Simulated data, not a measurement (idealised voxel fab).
The document below concerns the process module designated voxel gate over fins.
The figure presents cross-section cut, which has a width of 250 nm and is divided into square cells with an edge length of 5 nm.
A cross-section is written here as square cells arranged in a grid, and it is given in bands from the top down, each band taking up one or more rows of cells.
First you get the band's top height and its bottom height, in nm, and then the materials it's made of, left to right, with each width in nm. If you see a single material with "throughout", that one covers the band edge to edge. "empty" is empty space.
Convention: height 0 is the level below which the wafer, as received, is all one material. The lowest band does not terminate at the bottom but continues downward, represented as "z 0 and below".
A width given as "30 to 40" starts at the first number in the band's top row and ends at the second number in its bottom row, shifting by an equal amount at every step from row to row.
Basically "no alterations made" means that step didn't change any cell in the cross-section.
The label "Trapped void list" introduces a list of the empty spaces, 8 cells or larger, that have no open way up to the top; each entry in it reads width x height at distance, where the distance is taken from the left edge and all three are stated in nm.
Note: text after step settings on the step line = simulator remark on that step.
If you see "overlay nm" on a step's line and that step has a mask, it's telling you how far right of where it was planned the mask ended up; a negative number means it went left instead.
## Here's what the planned process steps look like
1: op RECEIVE | material Si
2: op CONFORMAL_DEP | material SiN | thk nm 10
3: op DIRECTIONAL_DEP | material aC | thk nm 10
4: op PATTERN | tone cover | mask id FINS | material resist | width nm 15 | pitch nm 50 | thk nm 25 | overlay nm 0
5: op DIRECTIONAL_ETCH | etch materials aC | depth nm 10
6: op STRIP | etch materials resist
7: op DIRECTIONAL_ETCH | etch materials SiN | depth nm 10
8: op DIRECTIONAL_ETCH | etch materials Si | depth nm 35
9: op STRIP | etch materials aC
10: op FILL_DEP | material SiO2 | thk nm 5
11: op CMP | height nm 10
12: op MASKED_ETCH | tone open | mask id RAIL | width nm 15 | etch materials SiO2 | depth nm 40 | overlay nm 0
13: op CONFORMAL_DEP | material TiN | thk nm 5
14: op FILL_DEP | material Ru | thk nm 10
15: op CMP | height nm 10
16: op SELECTIVE_ETCH | etch materials W Ru TiN | depth nm 35
17: op FILL_DEP | material SiO2 | thk nm 5
18: op CMP | height nm 10
19: op SELECTIVE_ETCH | etch materials SiO2 | depth nm 25
20: op STRIP | etch materials SiN
21: op CONFORMAL_DEP | material HfO2 | thk nm 5
22: op CONFORMAL_DEP | material TiN | thk nm 5
23: op CONFORMAL_DEP | material TiAl | thk nm 5
24: op CONFORMAL_DEP | material TiN | thk nm 5
25: op FILL_DEP | material W | thk nm 10
26: op CMP | height nm 25
27: op CONFORMAL_DEP | material SiCN | thk nm 5
## So, the first of our two wafers, run just as we planned it
## The cross-section here shows the wafer as received, i.e. in its state after step 1
	z 0 and below | Si throughout
	Trapped void list: none
## The following cross-section depicts the wafer upon completion of step 2
	z 10 to 0 | SiN throughout
	Heights below 0 show no change.
## The following cross-section depicts the wafer upon completion of step 3
	z 20 to 10 | aC throughout
	Heights below 10 show no change.
## The following cross-section depicts the wafer upon completion of step 4
	z 45 to 20 | 90 of empty; 15 of resist; 35 of empty; 15 of resist; 95 of empty
	Heights below 20 show no change.
## The following cross-section depicts the wafer upon completion of step 5
	z 35 to 20 | 90 of empty; 15 of resist; 35 of empty; 15 of resist; 95 of empty
	z 20 to 10 | 90 of empty; 15 of aC; 35 of empty; 15 of aC; 95 of empty
	Heights below 10 show no change.
## The following cross-section depicts the wafer upon completion of step 6
	z 20 to 10 | 90 of empty; 15 of aC; 35 of empty; 15 of aC; 95 of empty
	Heights below 10 show no change.
## The following cross-section depicts the wafer upon completion of step 7
	z 20 to 10 | 90 of empty; 15 of aC; 35 of empty; 15 of aC; 95 of empty
	z 10 to 0 | 90 of empty; 15 of SiN; 35 of empty; 15 of SiN; 95 of empty
	Heights below 0 show no change.
## The following cross-section depicts the wafer upon completion of step 8
	z 20 to 10 | 90 of empty; 15 of aC; 35 of empty; 15 of aC; 95 of empty
	z 10 to 0 | 90 of empty; 15 of SiN; 35 of empty; 15 of SiN; 95 of empty
	z 0 to -35 | 90 of empty; 15 of Si; 35 of empty; 15 of Si; 95 of empty
	Heights below -35 show no change.
## The following cross-section depicts the wafer upon completion of step 9
	z 10 to 0 | 90 of empty; 15 of SiN; 35 of empty; 15 of SiN; 95 of empty
	Heights below 0 show no change.
## The following cross-section depicts the wafer upon completion of step 10
	z 15 to 10 | SiO2 throughout
	z 10 to 0 | 90 of SiO2; 15 of SiN; 35 of SiO2; 15 of SiN; 95 of SiO2
	z 0 to -35 | 90 of SiO2; 15 of Si; 35 of SiO2; 15 of Si; 95 of SiO2
	Heights below -35 show no change.
## The following cross-section depicts the wafer upon completion of step 11
	z 10 to 0 | 90 of SiO2; 15 of SiN; 35 of SiO2; 15 of SiN; 95 of SiO2
	Heights below 0 show no change.
## The following cross-section depicts the wafer upon completion of step 12
	z 10 to 0 | 90 of SiO2; 15 of SiN; 10 of SiO2; 15 of empty; 10 of SiO2; 15 of SiN; 95 of SiO2
	z 0 to -30 | 90 of SiO2; 15 of Si; 10 of SiO2; 15 of empty; 10 of SiO2; 15 of Si; 95 of SiO2
	Heights below -30 show no change.
## The following cross-section depicts the wafer upon completion of step 13
	z 15 to 10 | 120 of TiN; 5 of empty; 125 of TiN
	z 10 to 0 | 90 of SiO2; 15 of SiN; 10 of SiO2; 5 of TiN; 5 of empty; 5 of TiN; 10 of SiO2; 15 of SiN; 95 of SiO2
	z 0 to -25 | 90 of SiO2; 15 of Si; 10 of SiO2; 5 of TiN; 5 of empty; 5 of TiN; 10 of SiO2; 15 of Si; 95 of SiO2
	z -25 to -30 | 90 of SiO2; 15 of Si; 10 of SiO2; 15 of TiN; 10 of SiO2; 15 of Si; 95 of SiO2
	Heights below -30 show no change.
## The following cross-section depicts the wafer upon completion of step 14
	z 25 to 15 | Ru throughout
	z 15 to 10 | 120 of TiN; 5 of Ru; 125 of TiN
	z 10 to 0 | 90 of SiO2; 15 of SiN; 10 of SiO2; 5 of TiN; 5 of Ru; 5 of TiN; 10 of SiO2; 15 of SiN; 95 of SiO2
	z 0 to -25 | 90 of SiO2; 15 of Si; 10 of SiO2; 5 of TiN; 5 of Ru; 5 of TiN; 10 of SiO2; 15 of Si; 95 of SiO2
	Heights below -25 show no change.
## The following cross-section depicts the wafer upon completion of step 15
	z 10 to 0 | 90 of SiO2; 15 of SiN; 10 of SiO2; 5 of TiN; 5 of Ru; 5 of TiN; 10 of SiO2; 15 of SiN; 95 of SiO2
	Heights below 0 show no change.
## The following cross-section depicts the wafer upon completion of step 16
	z 10 to 0 | 90 of SiO2; 15 of SiN; 10 of SiO2; 15 of empty; 10 of SiO2; 15 of SiN; 95 of SiO2
	z 0 to -25 | 90 of SiO2; 15 of Si; 10 of SiO2; 15 of empty; 10 of SiO2; 15 of Si; 95 of SiO2
	Heights below -25 show no change.
## The following cross-section depicts the wafer upon completion of step 17
	z 15 to 10 | SiO2 throughout
	z 10 to 0 | 90 of SiO2; 15 of SiN; 35 of SiO2; 15 of SiN; 95 of SiO2
	z 0 to -25 | 90 of SiO2; 15 of Si; 35 of SiO2; 15 of Si; 95 of SiO2
	Heights below -25 show no change.
## The following cross-section depicts the wafer upon completion of step 18
	z 10 to 0 | 90 of SiO2; 15 of SiN; 35 of SiO2; 15 of SiN; 95 of SiO2
	Heights below 0 show no change.
## The following cross-section depicts the wafer upon completion of step 19
	z 10 to 0 | 90 of empty; 15 of SiN; 35 of empty; 15 of SiN; 95 of empty
	z 0 to -15 | 90 of empty; 15 of Si; 35 of empty; 15 of Si; 95 of empty
	Heights below -15 show no change.
## The following cross-section depicts the wafer upon completion of step 20
	z 0 to -15 | 90 of empty; 15 of Si; 35 of empty; 15 of Si; 95 of empty
	Heights below -15 show no change.
## The following cross-section depicts the wafer upon completion of step 21
	z 5 to 0 | 85 of empty; 25 of HfO2; 25 of empty; 25 of HfO2; 90 of empty
	z 0 to -10 | 85 of empty; 5 of HfO2; 15 of Si; 5 of HfO2; 25 of empty; 5 of HfO2; 15 of Si; 5 of HfO2; 90 of empty
	z -10 to -15 | 90 of HfO2; 15 of Si; 35 of HfO2; 15 of Si; 95 of HfO2
	Heights below -15 show no change.
## The following cross-section depicts the wafer upon completion of step 22
	z 10 to 5 | 80 of empty; 35 of TiN; 15 of empty; 35 of TiN; 85 of empty
	z 5 to 0 | 80 of empty; 5 of TiN; 25 of HfO2; 5 of TiN; 15 of empty; 5 of TiN; 25 of HfO2; 5 of TiN; 85 of empty
	z 0 to -5 | 80 of empty; 5 of TiN; 5 of HfO2; 15 of Si; 5 of HfO2; 5 of TiN; 15 of empty; 5 of TiN; 5 of HfO2; 15 of Si; 5 of HfO2; 5 of TiN; 85 of empty
	z -5 to -10 | 85 of TiN; 5 of HfO2; 15 of Si; 5 of HfO2; 25 of TiN; 5 of HfO2; 15 of Si; 5 of HfO2; 90 of TiN
	Heights below -10 show no change.
## The following cross-section depicts the wafer upon completion of step 23
	z 15 to 10 | 75 of empty; 45 of TiAl; 5 of empty; 45 of TiAl; 80 of empty
	z 10 to 5 | 75 of empty; 5 of TiAl; 35 of TiN; 5 of TiAl; 5 of empty; 5 of TiAl; 35 of TiN; 5 of TiAl; 80 of empty
	z 5 to 0 | 75 of empty; 5 of TiAl; 5 of TiN; 25 of HfO2; 5 of TiN; 5 of TiAl; 5 of empty; 5 of TiAl; 5 of TiN; 25 of HfO2; 5 of TiN; 5 of TiAl; 80 of empty
	z 0 to -5 | 80 of TiAl; 5 of TiN; 5 of HfO2; 15 of Si; 5 of HfO2; 5 of TiN; 15 of TiAl; 5 of TiN; 5 of HfO2; 15 of Si; 5 of HfO2; 5 of TiN; 85 of TiAl
	Heights below -5 show no change.
## The following cross-section depicts the wafer upon completion of step 24
	z 20 to 15 | 70 of empty; 105 of TiN; 75 of empty
	z 15 to 10 | 70 of empty; 5 of TiN; 45 of TiAl; 5 of TiN; 45 of TiAl; 5 of TiN; 75 of empty
	z 10 to 5 | 70 of empty; 5 of TiN; 5 of TiAl; 35 of TiN; 5 of TiAl; 5 of TiN; 5 of TiAl; 35 of TiN; 5 of TiAl; 5 of TiN; 75 of empty
	z 5 to 0 | 75 of TiN; 5 of TiAl; 5 of TiN; 25 of HfO2; 5 of TiN; 5 of TiAl; 5 of TiN; 5 of TiAl; 5 of TiN; 25 of HfO2; 5 of TiN; 5 of TiAl; 80 of TiN
	Heights below 0 show no change.
## The following cross-section depicts the wafer upon completion of step 25
	z 30 to 20 | W throughout
	z 20 to 15 | 70 of W; 105 of TiN; 75 of W
	z 15 to 10 | 70 of W; 5 of TiN; 45 of TiAl; 5 of TiN; 45 of TiAl; 5 of TiN; 75 of W
	z 10 to 5 | 70 of W; 5 of TiN; 5 of TiAl; 35 of TiN; 5 of TiAl; 5 of TiN; 5 of TiAl; 35 of TiN; 5 of TiAl; 5 of TiN; 75 of W
	Heights below 5 show no change.
## The following cross-section depicts the wafer upon completion of step 26
	z 25 to 20 | W throughout
	Heights below 20 show no change.
## The following cross-section depicts the wafer upon completion of step 27
	z 30 to 25 | SiCN throughout
	Heights below 25 show no change.
## The second wafer was prepared from the same starting point and under the same plan as the first; its processing contained one mistake, and it remains indistinguishable from the first wafer up to and including step 6
## Cross-section, second wafer, at the end time the plan gives for step 7
	z 20 to 10 | 90 of empty; 15 of aC; 35 of empty; 15 of aC; 95 of empty
	z 10 to 0 | 90 of empty; 15 of SiN; 35 of empty; 15 of SiN; 95 of empty
	Heights below 0 show no change.
## Cross-section, second wafer, at the end time the plan gives for step 8
	z 20 to 10 | 90 of empty; 15 of aC; 35 of empty; 15 of aC; 95 of empty
	z 10 to 0 | 90 of empty; 15 of SiN; 35 of empty; 15 of SiN; 95 of empty
	z 0 to -35 | 90 of empty; 15 of Si; 35 of empty; 15 of Si; 95 of empty
	Heights below -35 show no change.
## Cross-section, second wafer, at the end time the plan gives for step 9
	z 10 to 0 | 90 of empty; 15 of SiN; 35 of empty; 15 of SiN; 95 of empty
	Heights below 0 show no change.
## Cross-section, second wafer, at the end time the plan gives for step 10
	z 15 to 10 | SiO2 throughout
	z 10 to 0 | 90 of SiO2; 15 of SiN; 35 of SiO2; 15 of SiN; 95 of SiO2
	z 0 to -35 | 90 of SiO2; 15 of Si; 35 of SiO2; 15 of Si; 95 of SiO2
	Heights below -35 show no change.
## Cross-section, second wafer, at the end time the plan gives for step 11
	z 10 to 0 | 90 of SiO2; 15 of SiN; 35 of SiO2; 15 of SiN; 95 of SiO2
	Heights below 0 show no change.
## Cross-section, second wafer, at the end time the plan gives for step 12
	z 10 to 0 | 90 of SiO2; 15 of SiN; 10 of SiO2; 15 of empty; 10 of SiO2; 15 of SiN; 95 of SiO2
	z 0 to -30 | 90 of SiO2; 15 of Si; 10 of SiO2; 15 of empty; 10 of SiO2; 15 of Si; 95 of SiO2
	Heights below -30 show no change.
## Cross-section, second wafer, at the end time the plan gives for step 13
	z 15 to 10 | 120 of TiN; 5 of empty; 125 of TiN
	z 10 to 0 | 90 of SiO2; 15 of SiN; 10 of SiO2; 5 of TiN; 5 of empty; 5 of TiN; 10 of SiO2; 15 of SiN; 95 of SiO2
	z 0 to -25 | 90 of SiO2; 15 of Si; 10 of SiO2; 5 of TiN; 5 of empty; 5 of TiN; 10 of SiO2; 15 of Si; 95 of SiO2
	z -25 to -30 | 90 of SiO2; 15 of Si; 10 of SiO2; 15 of TiN; 10 of SiO2; 15 of Si; 95 of SiO2
	Heights below -30 show no change.
## Cross-section, second wafer, at the end time the plan gives for step 14
	z 25 to 15 | Ru throughout
	z 15 to 10 | 120 of TiN; 5 of Ru; 125 of TiN
	z 10 to 0 | 90 of SiO2; 15 of SiN; 10 of SiO2; 5 of TiN; 5 of Ru; 5 of TiN; 10 of SiO2; 15 of SiN; 95 of SiO2
	z 0 to -25 | 90 of SiO2; 15 of Si; 10 of SiO2; 5 of TiN; 5 of Ru; 5 of TiN; 10 of SiO2; 15 of Si; 95 of SiO2
	Heights below -25 show no change.
## Cross-section, second wafer, at the end time the plan gives for step 15
	z 10 to 0 | 90 of SiO2; 15 of SiN; 10 of SiO2; 5 of TiN; 5 of Ru; 5 of TiN; 10 of SiO2; 15 of SiN; 95 of SiO2
	Heights below 0 show no change.
## Cross-section, second wafer, at the end time the plan gives for step 16
	z 10 to 0 | 90 of SiO2; 15 of SiN; 10 of SiO2; 15 of empty; 10 of SiO2; 15 of SiN; 95 of SiO2
	z 0 to -25 | 90 of SiO2; 15 of Si; 10 of SiO2; 15 of empty; 10 of SiO2; 15 of Si; 95 of SiO2
	Heights below -25 show no change.
## Cross-section, second wafer, at the end time the plan gives for step 17
	z 15 to 10 | SiO2 throughout
	z 10 to 0 | 90 of SiO2; 15 of SiN; 35 of SiO2; 15 of SiN; 95 of SiO2
	z 0 to -25 | 90 of SiO2; 15 of Si; 35 of SiO2; 15 of Si; 95 of SiO2
	Heights below -25 show no change.
## Cross-section, second wafer, at the end time the plan gives for step 18
	z 10 to 0 | 90 of SiO2; 15 of SiN; 35 of SiO2; 15 of SiN; 95 of SiO2
	Heights below 0 show no change.
## Cross-section, second wafer, at the end time the plan gives for step 19
	z 10 to 0 | 90 of empty; 15 of SiN; 35 of empty; 15 of SiN; 95 of empty
	z 0 to -15 | 90 of empty; 15 of Si; 35 of empty; 15 of Si; 95 of empty
	Heights below -15 show no change.
## Cross-section, second wafer, at the end time the plan gives for step 20
	z 0 to -15 | 90 of empty; 15 of Si; 35 of empty; 15 of Si; 95 of empty
	Heights below -15 show no change.
## Cross-section, second wafer, at the end time the plan gives for step 21
	z 5 to 0 | 85 of empty; 25 of HfO2; 25 of empty; 25 of HfO2; 90 of empty
	z 0 to -10 | 85 of empty; 5 of HfO2; 15 of Si; 5 of HfO2; 25 of empty; 5 of HfO2; 15 of Si; 5 of HfO2; 90 of empty
	z -10 to -15 | 90 of HfO2; 15 of Si; 35 of HfO2; 15 of Si; 95 of HfO2
	Heights below -15 show no change.
## Cross-section, second wafer, at the end time the plan gives for step 22
	z 10 to 5 | 80 of empty; 35 of TiN; 15 of empty; 35 of TiN; 85 of empty
	z 5 to 0 | 80 of empty; 5 of TiN; 25 of HfO2; 5 of TiN; 15 of empty; 5 of TiN; 25 of HfO2; 5 of TiN; 85 of empty
	z 0 to -5 | 80 of empty; 5 of TiN; 5 of HfO2; 15 of Si; 5 of HfO2; 5 of TiN; 15 of empty; 5 of TiN; 5 of HfO2; 15 of Si; 5 of HfO2; 5 of TiN; 85 of empty
	z -5 to -10 | 85 of TiN; 5 of HfO2; 15 of Si; 5 of HfO2; 25 of TiN; 5 of HfO2; 15 of Si; 5 of HfO2; 90 of TiN
	Heights below -10 show no change.
## Cross-section, second wafer, at the end time the plan gives for step 23
	z 15 to 10 | 75 of empty; 45 of TiAl; 5 of empty; 45 of TiAl; 80 of empty
	z 10 to 5 | 75 of empty; 5 of TiAl; 35 of TiN; 5 of TiAl; 5 of empty; 5 of TiAl; 35 of TiN; 5 of TiAl; 80 of empty
	z 5 to 0 | 75 of empty; 5 of TiAl; 5 of TiN; 25 of HfO2; 5 of TiN; 5 of TiAl; 5 of empty; 5 of TiAl; 5 of TiN; 25 of HfO2; 5 of TiN; 5 of TiAl; 80 of empty
	z 0 to -5 | 80 of TiAl; 5 of TiN; 5 of HfO2; 15 of Si; 5 of HfO2; 5 of TiN; 15 of TiAl; 5 of TiN; 5 of HfO2; 15 of Si; 5 of HfO2; 5 of TiN; 85 of TiAl
	Heights below -5 show no change.
## Cross-section, second wafer, at the end time the plan gives for step 24
	z 20 to 15 | 70 of empty; 105 of TiN; 75 of empty
	z 15 to 10 | 70 of empty; 5 of TiN; 45 of TiAl; 5 of TiN; 45 of TiAl; 5 of TiN; 75 of empty
	z 10 to 5 | 70 of empty; 5 of TiN; 5 of TiAl; 35 of TiN; 5 of TiAl; 5 of TiN; 5 of TiAl; 35 of TiN; 5 of TiAl; 5 of TiN; 75 of empty
	z 5 to 0 | 75 of TiN; 5 of TiAl; 5 of TiN; 25 of HfO2; 5 of TiN; 5 of TiAl; 5 of TiN; 5 of TiAl; 5 of TiN; 25 of HfO2; 5 of TiN; 5 of TiAl; 80 of TiN
	Heights below 0 show no change.
## Cross-section, second wafer, at the end time the plan gives for step 25
	z 30 to 20 | W throughout
	z 20 to 15 | 70 of W; 105 of TiN; 75 of W
	z 15 to 10 | 70 of W; 5 of TiN; 45 of TiAl; 5 of TiN; 45 of TiAl; 5 of TiN; 75 of W
	z 10 to 5 | 70 of W; 5 of TiN; 5 of TiAl; 35 of TiN; 5 of TiAl; 5 of TiN; 5 of TiAl; 35 of TiN; 5 of TiAl; 5 of TiN; 75 of W
	Heights below 5 show no change.
## Cross-section, second wafer, at the end time the plan gives for step 26
	z 25 to 20 | W throughout
	Heights below 20 show no change.
## Cross-section, second wafer, at the end time the plan gives for step 27
	z 30 to 25 | SiCN throughout
	Heights below 25 show no change.
Against the plan, the run slipped here: yeah, plan step 7 got run twice
The two wafers finish with the same cross-section, and therefore the mistake leaves the computed outcome of this model unchanged.
